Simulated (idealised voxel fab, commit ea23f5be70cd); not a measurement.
process module | voxel self aligned contacts
cross-section cut | 180 nm wide | cells 5 nm
A cross-section is a grid of square cells, given in bands from the top down. A band is one or more rows of cells.
Each band's line starts with the height of the band's top and of its bottom, in nm. Then come its materials from left to right, each with its width in nm. One material with "throughout" fills the band from edge to edge. "air" is empty space.
Height 0 is the level under which the wafer as received is all one material. The lowest band goes on downwards, as in "0 down".
A width such as "30 to 40" changes by the same amount from each row of cells to the next, from the band's top row to its bottom row.
"no change" after a step means that no cell of the cross-section changed.
closed voids: empty space of 8 cells or more with no open way to the top, each as width x height at its distance from the left edge, in nm
after a step's settings: what the simulator itself notes on the step
overlay nm, on a step with a mask: how far to the right of its planned place the mask lay; to the left if negative
plan
1 op RECEIVE | material Si
2 op OXIDIZE | depth nm 5
3 op DIRECTIONAL_DEP | material polySi | thk nm 20
4 op DIRECTIONAL_DEP | material SiN | thk nm 15
5 op DIRECTIONAL_DEP | material aC | thk nm 10
6 op PATTERN | tone cover | mask id GATE | material resist | width nm 25 | pitch nm 50 | thk nm 25 | overlay nm 0
7 op DIRECTIONAL_ETCH | etch materials aC | depth nm 10
8 op STRIP | etch materials resist
9 op DIRECTIONAL_ETCH | etch materials SiN | depth nm 15
10 op DIRECTIONAL_ETCH | etch materials polySi | depth nm 20
11 op STRIP | etch materials aC
12 op CONFORMAL_DEP | material SiN | thk nm 5
13 op DIRECTIONAL_ETCH | etch materials SiN | depth nm 5
14 op FILL_DEP | material SiO2 | thk nm 10
15 op CMP | height nm 40
16 op PATTERN | tone open | mask id CONTACT | material resist | width nm 35 | thk nm 15 | overlay nm 0
17 op DIRECTIONAL_ETCH | etch materials SiO2 | depth nm 35
18 op STRIP | etch materials resist
19 op CONFORMAL_DEP | material TiN | thk nm 5
20 op FILL_DEP | material Ru | thk nm 10
21 op CMP | height nm 40
22 op CONFORMAL_DEP | material SiN | thk nm 5
varied across the wafers: depth nm of step 17. The plan shows the first wafer's value. All wafers start alike
first wafer as received, after step 1
  0 down: Si throughout
  closed voids: none
first wafer at the end, after step 22
  45 to 40: SiN throughout
  40 to 35: SiO2 70 | TiN 15 | Ru 5 | TiN 15 | SiO2 75
  35 to 20: SiO2 45 | SiN 35 | TiN 5 | Ru 5 | TiN 5 | SiN 35 | SiO2 50
  20 to 10: SiO2 45 | SiN 5 | polySi 25 | SiN 5 | TiN 5 | Ru 5 | TiN 5 | SiN 5 | polySi 25 | SiN 5 | SiO2 50
  10 to 5: SiO2 45 | SiN 5 | polySi 25 | SiN 5 | TiN 15 | SiN 5 | polySi 25 | SiN 5 | SiO2 50
  5 to 0: SiO2 45 | SiN 5 | polySi 25 | SiN 5 | SiO2 15 | SiN 5 | polySi 25 | SiN 5 | SiO2 50
  0 to -5: SiO2 throughout
  -5 down: Si throughout
  closed voids: none
last wafer at the end
  45 to 40: SiN throughout
  40 to 35: SiO2 70 | TiN 15 | Ru 5 | TiN 15 | SiO2 75
  35 to 20: SiO2 45 | SiN 35 | TiN 5 | Ru 5 | TiN 5 | SiN 35 | SiO2 50
  20 to 0: SiO2 45 | SiN 5 | polySi 25 | SiN 5 | TiN 5 | Ru 5 | TiN 5 | SiN 5 | polySi 25 | SiN 5 | SiO2 50
  0 to -5: SiO2 80 | TiN 15 | SiO2 85
  -5 down: Si throughout
  closed voids: none
each wafer at the end: cells of each material gained (+) or lost (-) since it was received, then its closed voids
depth nm 35 | +6 Ru | -36 Si | +94 SiN | +201 SiO2 | +19 TiN | +40 polySi | closed voids: none
depth nm 40 | +7 Ru | -36 Si | +94 SiN | +198 SiO2 | +21 TiN | +40 polySi | closed voids: none
depth nm 45 | +8 Ru | -36 Si | +94 SiN | +195 SiO2 | +23 TiN | +40 polySi | closed voids: none
depth nm 50 | +8 Ru | -36 Si | +94 SiN | +195 SiO2 | +23 TiN | +40 polySi | closed voids: none
depth nm 55 | +8 Ru | -36 Si | +94 SiN | +195 SiO2 | +23 TiN | +40 polySi | closed voids: none
depth nm 60 | +8 Ru | -36 Si | +94 SiN | +195 SiO2 | +23 TiN | +40 polySi | closed voids: none
